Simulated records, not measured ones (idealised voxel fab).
Proc. module: voxel ribs on slabs
Section cut is 255 nm wide and gridded with 5 nm square cells.
A cross-section is a grid of square cells, given in bands from the top down. A band is one or more rows of cells. Each band's line starts with the height of the band's top and of its bottom, in nm. Then come its materials from left to right, each with its width in nm. One material with "full width" fills the band from edge to edge. "air" is empty space. Counting heights begins at 0, where everything beneath is, in the wafer as received, one material. The lowest band has no bottom; it goes on downwards, as "0..down" shows. Quick explanation for "30->40": the width changes in equal steps down the rows of cells, from the first number in the band's top row to the second number in its bottom row. Key: "changes: none" - step with no changed cell in the cross-section. Any empty space of 8 cells or more lacking an open way to the top shows up in "Completely enclosed voids" as width x height at distance, distance from the left edge, in nm. after a step's settings: what the simulator itself notes on the step. "overlay nm" on a masked step: distance the mask lay right of its planned place, negative for left.

### Set out below are the planned steps of the process
1. RECEIVE with material Si
2. DIRECTIONAL_DEP with material SiO2, thk nm 30
3. DIRECTIONAL_DEP with material SiN, thk nm 15
4. MASKED_ETCH with tone cover, mask id RIB, width nm 20, etch materials SiN, depth nm 5, overlay nm 0
5. PATTERN with tone cover, mask id SLAB, material resist, width nm 70, thk nm 20, overlay nm 0
6. DIRECTIONAL_ETCH with etch materials SiN, depth nm 10
7. STRIP with etch materials resist
8. FILL_DEP with material SiO2, thk nm 25
9. CMP with height nm 60
10. DIRECTIONAL_DEP with material W, thk nm 10
11. DIRECTIONAL_DEP with material aC, thk nm 15
12. PATTERN with tone cover, mask id HEATER, material resist, width nm 30, thk nm 35, overlay nm 0
13. DIRECTIONAL_ETCH with etch materials aC, depth nm 15
14. STRIP with etch materials resist
15. DIRECTIONAL_ETCH with etch materials W, depth nm 10
16. STRIP with etch materials aC
17. CONFORMAL_DEP with material SiO2, thk nm 5

### Cross-section of the incoming wafer, state after step 1
- 0..down: Si full width
- Completely enclosed voids: none

### Final wafer profile in cross-section after the module, from the same start and plan as above, with one mistake made during processing
- 75..70: 105 air; 40 SiO2; 110 air
- 70..65: 105 air; 5 SiO2; 30 W; 5 SiO2; 110 air
- 65..60: 110 SiO2; 30 W; 115 SiO2
- 60..45: SiO2 full width
- 45..40: 115 SiO2; 20 SiN; 120 SiO2
- 40..30: 90 SiO2; 75 SiN; 90 SiO2
- 30..0: SiO2 full width
- 0..down: Si full width
- Completely enclosed voids: none
What was the processing mistake? contrary to plan, step 5 was performed as PATTERN with tone cover, mask id SLAB, material resist, width nm 75, thk nm 20, overlay nm 0
